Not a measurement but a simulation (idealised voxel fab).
process module | voxel self aligned vias
cross-section cut | 215 nm wide | cells 5 nm
A cross-section is a grid of square cells, given in bands from the top down. A band is one or more rows of cells.
Each band's line starts with the height of the band's top and of its bottom, in nm. Then come its materials from left to right, each with its width in nm. One material with "throughout" fills the band from edge to edge. "air" is empty space.
Height 0 is the level under which the wafer as received is all one material. The lowest band goes on downwards, as in "0 down".
A width such as "30 to 40" changes by the same amount from each row of cells to the next, from the band's top row to its bottom row.
"no change" after a step means that no cell of the cross-section changed.
closed voids: empty space of 8 cells or more with no open way to the top, each as width x height at its distance from the left edge, in nm
after a step's settings: what the simulator itself notes on the step
overlay nm, on a step with a mask: how far to the right of its planned place the mask lay; to the left if negative
plan
1 op RECEIVE | material Si
2 op CONFORMAL_DEP | material SiO2 | thk nm 10
3 op CONFORMAL_DEP | material SiCN | thk nm 5
4 op DIRECTIONAL_DEP | material SiO2 | thk nm 20
5 op MASKED_ETCH | tone open | mask id LINES | width nm 20 | pitch nm 45 | etch materials SiO2 | depth nm 20 | overlay nm 0
6 op CONFORMAL_DEP | material TiN | thk nm 5
7 op FILL_DEP | material Ru | thk nm 10
8 op CMP | height nm 35
9 op SELECTIVE_ETCH | etch materials W Ru TiN | depth nm 5
10 op FILL_DEP | material SiN | thk nm 5
11 op CMP | height nm 35
12 op DIRECTIONAL_DEP | material SiO2 | thk nm 15
13 op DIRECTIONAL_DEP | material aC | thk nm 15
14 op PATTERN | tone open | mask id VIAS | material resist | width nm 20 | thk nm 35 | overlay nm 0
15 op DIRECTIONAL_ETCH | etch materials aC | depth nm 15
16 op STRIP | etch materials resist
17 op DIRECTIONAL_ETCH | etch materials SiO2 | depth nm 15
18 op DIRECTIONAL_ETCH | etch materials SiN | depth nm 5
19 op STRIP | etch materials aC
20 op CONFORMAL_DEP | material TiN | thk nm 5
21 op FILL_DEP | material W | thk nm 10
22 op CMP | height nm 50
23 op CONFORMAL_DEP | material SiN | thk nm 5
varied across the wafers: width nm of step 14. The plan shows the first wafer's value. All wafers start alike
first wafer as received, after step 1
  0 down: Si throughout
  closed voids: none
each wafer at the end: cells of each material gained (+) or lost (-) since it was received, then its closed voids
width nm 20 | +8 Ru | +43 SiCN | +47 SiN | +343 SiO2 | +26 TiN | +6 W | closed voids: none
width nm 25 | +8 Ru | +43 SiCN | +47 SiN | +340 SiO2 | +27 TiN | +8 W | closed voids: none
width nm 30 | +8 Ru | +43 SiCN | +47 SiN | +337 SiO2 | +28 TiN | +10 W | closed voids: none
width nm 35 | +8 Ru | +43 SiCN | +47 SiN | +334 SiO2 | +29 TiN | +12 W | closed voids: none
width nm 40 | +8 Ru | +43 SiCN | +47 SiN | +331 SiO2 | +30 TiN | +14 W | closed voids: none
width nm 45 | +8 Ru | +43 SiCN | +47 SiN | +328 SiO2 | +31 TiN | +16 W | closed voids: none
